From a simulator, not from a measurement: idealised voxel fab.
process module | voxel double patterning
cross-section cut | 170 nm wide | cells 5 nm
A cross-section is a grid of square cells, given in bands from the top down. A band is one or more rows of cells.
Each band's line starts with the height of the band's top and of its bottom, in nm. Then come its materials from left to right, each with its width in nm. One material with "throughout" fills the band from edge to edge. "air" is empty space.
Height 0 is the level under which the wafer as received is all one material. The lowest band goes on downwards, as in "0 down".
A width such as "30 to 40" changes by the same amount from each row of cells to the next, from the band's top row to its bottom row.
"no change" after a step means that no cell of the cross-section changed.
closed voids: empty space of 8 cells or more with no open way to the top, each as width x height at its distance from the left edge, in nm
after a step's settings: what the simulator itself notes on the step
overlay nm, on a step with a mask: how far to the right of its planned place the mask lay; to the left if negative
plan
1 op RECEIVE | material Si
2 op CONFORMAL_DEP | material SiN | thk nm 10
3 op DIRECTIONAL_DEP | material SiO2 | thk nm 10
4 op DIRECTIONAL_DEP | material SiCN | thk nm 5
5 op MASKED_ETCH | tone open | mask id FIRST | width nm 15 | pitch nm 50 | etch materials SiCN | depth nm 5 | overlay nm 0
6 op PATTERN | tone open | mask id SECOND | material resist | width nm 15 | thk nm 20 | overlay nm 0
7 op DIRECTIONAL_ETCH | etch materials SiCN | depth nm 5
8 op STRIP | etch materials resist
9 op DIRECTIONAL_ETCH | etch materials SiO2 | depth nm 10
10 op STRIP | etch materials SiCN
as received, after step 1
  0 down: Si throughout
  closed voids: none
first wafer at the end, as planned
  20 to 10: SiO2 50 | air 15 | SiO2 10 | air 15 | SiO2 10 | air 15 | SiO2 55
  10 to 0: SiN throughout
  0 down: Si throughout
  closed voids: none
second wafer at the end: like start, like plan, one mistake
  20 to 10: SiN throughout
  10 to 0: SiO2 throughout
  0 down: Si throughout
  closed voids: none
what went wrong: steps 2 and 3 were swapped
at the end the second wafer has, in cells: 18 more of SiO2
